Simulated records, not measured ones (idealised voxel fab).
The process module presented herein is designated voxel gate over fins.
It is cross-section cut that appears here, measuring 205 nm in width, its square cells being 5 nm in size.
The cross-sections in this document take the form of a grid made of square cells. They are written out as bands, in order from top to bottom. Each band consists of one or more rows of cells.
What a band's entry tells you: where the top is and where the bottom is, as heights in nm, and after that what lies inside, material by material from left to right, each with its width in nm. Empty space is written as the word "air", and a single material marked with the word "all across" occupies the band from edge to edge.
We count height from 0. Below that, the starting wafer is all one material. The lowest band never ends at the bottom but goes on down; see "0 and below" for how that is written.
Top row gets the first number, bottom row gets the second, and each row in between changes by the same step: that is how a band width like "30..40" works.
"no modifications", as given for a step, is the statement that not any cell of the cross-section underwent a change during that step.
Look at "Sealed void inventory" for the closed voids: empty spaces with no open path to the top, sized 8 cells or up. Each is width x height at distance, distance from the left edge, all nm.
On a step's line, text after the settings is the simulator commenting on that step.
On any step carrying a mask, the "overlay nm" setting, if present on the step's line, tells how far right of its planned place the mask lay; negative values point to the left.
Plan
| 1 | RECEIVE, material Si |
| 2 | CONFORMAL_DEP, material SiN, thk nm 5 |
| 3 | MASKED_ETCH, tone cover, mask id FINS, width nm 15, pitch nm 55, etch materials SiN, depth nm 5, overlay nm 0 |
| 4 | MASKED_ETCH, tone cover, mask id FINS, width nm 15, pitch nm 55, etch materials Si, depth nm 35, overlay nm 0 |
| 5 | OXIDIZE, depth nm 5 |
| 6 | FILL_DEP, material SiO2, thk nm 10 |
| 7 | CMP, height nm 5 |
| 8 | DIRECTIONAL_DEP, material aC, thk nm 15 |
| 9 | PATTERN, tone open, mask id RAIL, material resist, width nm 15, thk nm 35, overlay nm 0 |
| 10 | DIRECTIONAL_ETCH, etch materials aC, depth nm 15 |
| 11 | STRIP, etch materials resist |
| 12 | DIRECTIONAL_ETCH, etch materials SiO2, depth nm 35 |
| 13 | STRIP, etch materials aC |
| 14 | CONFORMAL_DEP, material TiN, thk nm 5 |
| 15 | FILL_DEP, material Ru, thk nm 5 |
| 16 | CMP, height nm 5 |
| 17 | SELECTIVE_ETCH, etch materials W Ru TiN, depth nm 30 |
| 18 | FILL_DEP, material SiO2, thk nm 5 |
| 19 | CMP, height nm 5 |
| 20 | SELECTIVE_ETCH, etch materials SiO2, depth nm 20 |
| 21 | STRIP, etch materials SiN |
| 22 | CONFORMAL_DEP, material HfO2, thk nm 5 |
| 23 | CONFORMAL_DEP, material TiN, thk nm 5 |
| 24 | FILL_DEP, material W, thk nm 15 |
| 25 | CMP, height nm 20 |
| 26 | CONFORMAL_DEP, material SiCN, thk nm 5 |
First wafer, as planned
Cross-section of the wafer at receipt, which is the condition after step 1
    0 and below | Si all across
    Sealed void inventory: none
Cross-section of the wafer subsequent to step 2
    5 down to 0 | SiN all across
    Anything lower than 0 is untouched.
Cross-section of the wafer subsequent to step 3
    5 down to 0 | 40 nm air  15 nm SiN  40 nm air  15 nm SiN  40 nm air  15 nm SiN  40 nm air
    Anything lower than 0 is untouched.
Cross-section of the wafer subsequent to step 4
    5 down to 0 | 40 nm air  15 nm SiN  40 nm air  15 nm SiN  40 nm air  15 nm SiN  40 nm air
    0 down to -35 | 40 nm air  15 nm Si  40 nm air  15 nm Si  40 nm air  15 nm Si  40 nm air
    Anything lower than -35 is untouched.
Cross-section of the wafer subsequent to step 5
    5 down to 0 | 40 nm air  15 nm SiN  40 nm air  15 nm SiN  40 nm air  15 nm SiN  40 nm air
    0 down to -35 | 40 nm air  5 nm SiO2  5 nm Si  5 nm SiO2  40 nm air  5 nm SiO2  5 nm Si  5 nm SiO2  40 nm air  5 nm SiO2  5 nm Si  5 nm SiO2  40 nm air
    -35 down to -40 | 45 nm SiO2  5 nm Si  50 nm SiO2  5 nm Si  50 nm SiO2  5 nm Si  45 nm SiO2
    Anything lower than -40 is untouched.
Cross-section of the wafer subsequent to step 6
    15 down to 5 | SiO2 all across
    5 down to 0 | 40 nm SiO2  15 nm SiN  40 nm SiO2  15 nm SiN  40 nm SiO2  15 nm SiN  40 nm SiO2
    0 down to -40 | 45 nm SiO2  5 nm Si  50 nm SiO2  5 nm Si  50 nm SiO2  5 nm Si  45 nm SiO2
    Anything lower than -40 is untouched.
Cross-section of the wafer subsequent to step 7
    5 down to 0 | 40 nm SiO2  15 nm SiN  40 nm SiO2  15 nm SiN  40 nm SiO2  15 nm SiN  40 nm SiO2
    Anything lower than 0 is untouched.
Cross-section of the wafer subsequent to step 8
    20 down to 5 | aC all across
    Anything lower than 5 is untouched.
Cross-section of the wafer subsequent to step 9
    55 down to 20 | 65 nm resist  15 nm air  125 nm resist
    Anything lower than 20 is untouched.
Cross-section of the wafer subsequent to step 10
    40 down to 20 | 65 nm resist  15 nm air  125 nm resist
    20 down to 5 | 65 nm aC  15 nm air  125 nm aC
    Anything lower than 5 is untouched.
Cross-section of the wafer subsequent to step 11
    20 down to 5 | 65 nm aC  15 nm air  125 nm aC
    Anything lower than 5 is untouched.
Cross-section of the wafer subsequent to step 12
    20 down to 5 | 65 nm aC  15 nm air  125 nm aC
    5 down to 0 | 40 nm SiO2  15 nm SiN  10 nm SiO2  15 nm air  15 nm SiO2  15 nm SiN  40 nm SiO2  15 nm SiN  40 nm SiO2
    0 down to -30 | 45 nm SiO2  5 nm Si  15 nm SiO2  15 nm air  20 nm SiO2  5 nm Si  50 nm SiO2  5 nm Si  45 nm SiO2
    Anything lower than -30 is untouched.
Cross-section of the wafer subsequent to step 13
    5 down to 0 | 40 nm SiO2  15 nm SiN  10 nm SiO2  15 nm air  15 nm SiO2  15 nm SiN  40 nm SiO2  15 nm SiN  40 nm SiO2
    Anything lower than 0 is untouched.
Cross-section of the wafer subsequent to step 14
    10 down to 5 | 70 nm TiN  5 nm air  130 nm TiN
    5 down to 0 | 40 nm SiO2  15 nm SiN  10 nm SiO2  5 nm TiN  5 nm air  5 nm TiN  15 nm SiO2  15 nm SiN  40 nm SiO2  15 nm SiN  40 nm SiO2
    0 down to -25 | 45 nm SiO2  5 nm Si  15 nm SiO2  5 nm TiN  5 nm air  5 nm TiN  20 nm SiO2  5 nm Si  50 nm SiO2  5 nm Si  45 nm SiO2
    -25 down to -30 | 45 nm SiO2  5 nm Si  15 nm SiO2  15 nm TiN  20 nm SiO2  5 nm Si  50 nm SiO2  5 nm Si  45 nm SiO2
    Anything lower than -30 is untouched.
Cross-section of the wafer subsequent to step 15
    15 down to 10 | Ru all across
    10 down to 5 | 70 nm TiN  5 nm Ru  130 nm TiN
    5 down to 0 | 40 nm SiO2  15 nm SiN  10 nm SiO2  5 nm TiN  5 nm Ru  5 nm TiN  15 nm SiO2  15 nm SiN  40 nm SiO2  15 nm SiN  40 nm SiO2
    0 down to -25 | 45 nm SiO2  5 nm Si  15 nm SiO2  5 nm TiN  5 nm Ru  5 nm TiN  20 nm SiO2  5 nm Si  50 nm SiO2  5 nm Si  45 nm SiO2
    Anything lower than -25 is untouched.
Cross-section of the wafer subsequent to step 16
    5 down to 0 | 40 nm SiO2  15 nm SiN  10 nm SiO2  5 nm TiN  5 nm Ru  5 nm TiN  15 nm SiO2  15 nm SiN  40 nm SiO2  15 nm SiN  40 nm SiO2
    Anything lower than 0 is untouched.
Cross-section of the wafer subsequent to step 17
    5 down to 0 | 40 nm SiO2  15 nm SiN  10 nm SiO2  15 nm air  15 nm SiO2  15 nm SiN  40 nm SiO2  15 nm SiN  40 nm SiO2
    0 down to -25 | 45 nm SiO2  5 nm Si  15 nm SiO2  15 nm air  20 nm SiO2  5 nm Si  50 nm SiO2  5 nm Si  45 nm SiO2
    Anything lower than -25 is untouched.
Cross-section of the wafer subsequent to step 18
    10 down to 5 | SiO2 all across
    5 down to 0 | 40 nm SiO2  15 nm SiN  40 nm SiO2  15 nm SiN  40 nm SiO2  15 nm SiN  40 nm SiO2
    0 down to -25 | 45 nm SiO2  5 nm Si  50 nm SiO2  5 nm Si  50 nm SiO2  5 nm Si  45 nm SiO2
    Anything lower than -25 is untouched.
Cross-section of the wafer subsequent to step 19
    5 down to 0 | 40 nm SiO2  15 nm SiN  40 nm SiO2  15 nm SiN  40 nm SiO2  15 nm SiN  40 nm SiO2
    Anything lower than 0 is untouched.
Cross-section of the wafer subsequent to step 20
    5 down to 0 | 40 nm air  15 nm SiN  40 nm air  15 nm SiN  40 nm air  15 nm SiN  40 nm air
    0 down to -15 | 45 nm air  5 nm Si  50 nm air  5 nm Si  50 nm air  5 nm Si  45 nm air
    Anything lower than -15 is untouched.
Cross-section of the wafer subsequent to step 21
    0 down to -15 | 45 nm air  5 nm Si  50 nm air  5 nm Si  50 nm air  5 nm Si  45 nm air
    Anything lower than -15 is untouched.
Cross-section of the wafer subsequent to step 22
    5 down to 0 | 40 nm air  15 nm HfO2  40 nm air  15 nm HfO2  40 nm air  15 nm HfO2  40 nm air
    0 down to -10 | 40 nm air  5 nm HfO2  5 nm Si  5 nm HfO2  40 nm air  5 nm HfO2  5 nm Si  5 nm HfO2  40 nm air  5 nm HfO2  5 nm Si  5 nm HfO2  40 nm air
    -10 down to -15 | 45 nm HfO2  5 nm Si  50 nm HfO2  5 nm Si  50 nm HfO2  5 nm Si  45 nm HfO2
    Anything lower than -15 is untouched.
Cross-section of the wafer subsequent to step 23
    10 down to 5 | 35 nm air  25 nm TiN  30 nm air  25 nm TiN  30 nm air  25 nm TiN  35 nm air
    5 down to 0 | 35 nm air  5 nm TiN  15 nm HfO2  5 nm TiN  30 nm air  5 nm TiN  15 nm HfO2  5 nm TiN  30 nm air  5 nm TiN  15 nm HfO2  5 nm TiN  35 nm air
    0 down to -5 | 35 nm air  5 nm TiN  5 nm HfO2  5 nm Si  5 nm HfO2  5 nm TiN  30 nm air  5 nm TiN  5 nm HfO2  5 nm Si  5 nm HfO2  5 nm TiN  30 nm air  5 nm TiN  5 nm HfO2  5 nm Si  5 nm HfO2  5 nm TiN  35 nm air
    -5 down to -10 | 40 nm TiN  5 nm HfO2  5 nm Si  5 nm HfO2  40 nm TiN  5 nm HfO2  5 nm Si  5 nm HfO2  40 nm TiN  5 nm HfO2  5 nm Si  5 nm HfO2  40 nm TiN
    Anything lower than -10 is untouched.
Cross-section of the wafer subsequent to step 24
    25 down to 10 | W all across
    10 down to 5 | 35 nm W  25 nm TiN  30 nm W  25 nm TiN  30 nm W  25 nm TiN  35 nm W
    5 down to 0 | 35 nm W  5 nm TiN  15 nm HfO2  5 nm TiN  30 nm W  5 nm TiN  15 nm HfO2  5 nm TiN  30 nm W  5 nm TiN  15 nm HfO2  5 nm TiN  35 nm W
    0 down to -5 | 35 nm W  5 nm TiN  5 nm HfO2  5 nm Si  5 nm HfO2  5 nm TiN  30 nm W  5 nm TiN  5 nm HfO2  5 nm Si  5 nm HfO2  5 nm TiN  30 nm W  5 nm TiN  5 nm HfO2  5 nm Si  5 nm HfO2  5 nm TiN  35 nm W
    Anything lower than -5 is untouched.
Cross-section of the wafer subsequent to step 25
    20 down to 10 | W all across
    Anything lower than 10 is untouched.
Cross-section of the wafer subsequent to step 26
    25 down to 20 | SiCN all across
    Anything lower than 20 is untouched.
Wafer two of two - same starting point, same process plan, one mistake in execution; matches wafer one up to and including step 2
Second wafer cross-section, taken as of the time the plan sets for step 3 to be done
    5 down to 0 | 40 nm SiN  15 nm air  40 nm SiN  15 nm air  40 nm SiN  15 nm air  40 nm SiN
    Anything lower than 0 is untouched.
Second wafer cross-section, taken as of the time the plan sets for step 4 to be done: no modifications
Second wafer cross-section, taken as of the time the plan sets for step 5 to be done
    5 down to 0 | 40 nm SiN  15 nm air  40 nm SiN  15 nm air  40 nm SiN  15 nm air  40 nm SiN
    0 down to -5 | 35 nm Si  25 nm SiO2  30 nm Si  25 nm SiO2  30 nm Si  25 nm SiO2  35 nm Si
    Anything lower than -5 is untouched.
Second wafer cross-section, taken as of the time the plan sets for step 6 to be done
    15 down to 5 | SiO2 all across
    5 down to 0 | 40 nm SiN  15 nm SiO2  40 nm SiN  15 nm SiO2  40 nm SiN  15 nm SiO2  40 nm SiN
    Anything lower than 0 is untouched.
Second wafer cross-section, taken as of the time the plan sets for step 7 to be done
    5 down to 0 | 40 nm SiN  15 nm SiO2  40 nm SiN  15 nm SiO2  40 nm SiN  15 nm SiO2  40 nm SiN
    Anything lower than 0 is untouched.
Second wafer cross-section, taken as of the time the plan sets for step 8 to be done
    20 down to 5 | aC all across
    Anything lower than 5 is untouched.
Second wafer cross-section, taken as of the time the plan sets for step 9 to be done
    55 down to 20 | 65 nm resist  15 nm air  125 nm resist
    Anything lower than 20 is untouched.
Second wafer cross-section, taken as of the time the plan sets for step 10 to be done
    40 down to 20 | 65 nm resist  15 nm air  125 nm resist
    20 down to 5 | 65 nm aC  15 nm air  125 nm aC
    Anything lower than 5 is untouched.
Second wafer cross-section, taken as of the time the plan sets for step 11 to be done
    20 down to 5 | 65 nm aC  15 nm air  125 nm aC
    Anything lower than 5 is untouched.
Second wafer cross-section, taken as of the time the plan sets for step 12 to be done: no modifications
Second wafer cross-section, taken as of the time the plan sets for step 13 to be done
    5 down to 0 | 40 nm SiN  15 nm SiO2  40 nm SiN  15 nm SiO2  40 nm SiN  15 nm SiO2  40 nm SiN
    Anything lower than 0 is untouched.
Second wafer cross-section, taken as of the time the plan sets for step 14 to be done
    10 down to 5 | TiN all across
    Anything lower than 5 is untouched.
Second wafer cross-section, taken as of the time the plan sets for step 15 to be done
    15 down to 10 | Ru all across
    Anything lower than 10 is untouched.
Second wafer cross-section, taken as of the time the plan sets for step 16 to be done
    5 down to 0 | 40 nm SiN  15 nm SiO2  40 nm SiN  15 nm SiO2  40 nm SiN  15 nm SiO2  40 nm SiN
    Anything lower than 0 is untouched.
Second wafer cross-section, taken as of the time the plan sets for step 17 to be done: no modifications
Second wafer cross-section, taken as of the time the plan sets for step 18 to be done
    10 down to 5 | SiO2 all across
    Anything lower than 5 is untouched.
Second wafer cross-section, taken as of the time the plan sets for step 19 to be done
    5 down to 0 | 40 nm SiN  15 nm SiO2  40 nm SiN  15 nm SiO2  40 nm SiN  15 nm SiO2  40 nm SiN
    Anything lower than 0 is untouched.
Second wafer cross-section, taken as of the time the plan sets for step 20 to be done
    5 down to 0 | 40 nm SiN  15 nm air  40 nm SiN  15 nm air  40 nm SiN  15 nm air  40 nm SiN
    0 down to -5 | 35 nm Si  25 nm air  30 nm Si  25 nm air  30 nm Si  25 nm air  35 nm Si
    Anything lower than -5 is untouched.
Second wafer cross-section, taken as of the time the plan sets for step 21 to be done
    0 down to -5 | 35 nm Si  25 nm air  30 nm Si  25 nm air  30 nm Si  25 nm air  35 nm Si
    Anything lower than -5 is untouched.
Second wafer cross-section, taken as of the time the plan sets for step 22 to be done
    5 down to 0 | 40 nm HfO2  15 nm air  40 nm HfO2  15 nm air  40 nm HfO2  15 nm air  40 nm HfO2
    0 down to -5 | 35 nm Si  25 nm HfO2  30 nm Si  25 nm HfO2  30 nm Si  25 nm HfO2  35 nm Si
    Anything lower than -5 is untouched.
Second wafer cross-section, taken as of the time the plan sets for step 23 to be done
    10 down to 5 | 45 nm TiN  5 nm air  50 nm TiN  5 nm air  50 nm TiN  5 nm air  45 nm TiN
    5 down to 0 | 40 nm HfO2  15 nm TiN  40 nm HfO2  15 nm TiN  40 nm HfO2  15 nm TiN  40 nm HfO2
    Anything lower than 0 is untouched.
Second wafer cross-section, taken as of the time the plan sets for step 24 to be done
    25 down to 10 | W all across
    10 down to 5 | 45 nm TiN  5 nm W  50 nm TiN  5 nm W  50 nm TiN  5 nm W  45 nm TiN
    Anything lower than 5 is untouched.
Second wafer cross-section, taken as of the time the plan sets for step 25 to be done
    20 down to 10 | W all across
    Anything lower than 10 is untouched.
Second wafer cross-section, taken as of the time the plan sets for step 26 to be done
    25 down to 20 | SiCN all across
    Anything lower than 20 is untouched.
Which mistake was made when the wafer was run? so step 3 ended up running with a different setting than we planned, it ran as MASKED_ETCH, tone open, mask id FINS, width nm 15, pitch nm 55, etch materials SiN, depth nm 5, overlay nm 0
In the final state, the cell counts of the second wafer exceed or fall short of those of the first for the following materials: -12 HfO2 | +289 Si | -187 SiO2 | -15 TiN | -75 W
